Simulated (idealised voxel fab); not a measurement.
The name of this process module is voxel local oxidation.
The figure presents cross-section cut, which has a width of 165 nm and is divided into square cells with an edge length of 5 nm.
The cross-sections in this document take the form of a grid made of square cells. They are written out as bands, in order from top to bottom. Each band consists of one or more rows of cells. Quick guide to a band line: top height, bottom height (nm) up front; then every material left to right with its width in nm. Only one material and it's marked "edge to edge"? Then it fills the band edge to edge. And "empty" just means empty space. Height 0 is the level under which the wafer as received is all one material. The lowest band goes on downwards, as in "top 0, no bottom". Graded width ("30 to 40"): value in top row of band = first number; value in bottom row = second number; row-to-row change constant. "no alterations made" means the step left every cell of the cross-section as it was. Closed-off voids of 8+ cells (no open route to the top) go in "Enclosed void inventory", written width x height at distance from the left edge, in nm. Text after the settings on a step's line: the simulator's own remark on that step. overlay nm: where the mask lay relative to plan, measured to the right, on steps with a mask; negatives go left.
**Process steps - plan**
1. RECEIVE,material Si
2. OXIDIZE,depth nm 5
3. CONFORMAL_DEP,material SiN,thk nm 10
4. MASKED_ETCH,tone cover,mask id ACTIVE,width nm 110,etch materials SiN,depth nm 10,overlay nm -10
5. SELECTIVE_ETCH,etch materials SiO2,depth nm 5
6. OXIDIZE,depth nm 15
7. STRIP,etch materials SiN
The wafers in this document start out alike and differ in the overlay nm applied at step 4; the plan shows the value used for the first wafer.
**This is how the first of several wafers looked in cross-section when it arrived, which is after step 1**
> top 0, no bottom | Si edge to edge
> Enclosed void inventory: none
**Here is the cross-section of the first of several wafers at the end of the module, after its last step, step 7**
> top 0, bottom -5 | empty 20 / SiO2 100 / empty 45
> top -5, bottom -20 | SiO2 35 / Si 70 / SiO2 60
> top -20, no bottom | Si edge to edge
> Enclosed void inventory: none
**Sectional view of the last wafer upon completion of the module**
> top 0, bottom -5 | empty 45 / SiO2 100 / empty 20
> top -5, bottom -20 | SiO2 60 / Si 70 / SiO2 35
> top -20, no bottom | Si edge to edge
> Enclosed void inventory: none
**Below: a row per wafer. Contents at end of module: for every material, cells gained since receipt (+) or lost since receipt (-); then closed voids**
overlay nm -10, -90 Si, +77 SiO2, Enclosed void inventory: none
overlay nm -5, -90 Si, +77 SiO2, Enclosed void inventory: none
overlay nm 0, -90 Si, +77 SiO2, Enclosed void inventory: none
overlay nm 5, -90 Si, +77 SiO2, Enclosed void inventory: none
overlay nm 10, -90 Si, +77 SiO2, Enclosed void inventory: none
overlay nm 15, -90 Si, +77 SiO2, Enclosed void inventory: none
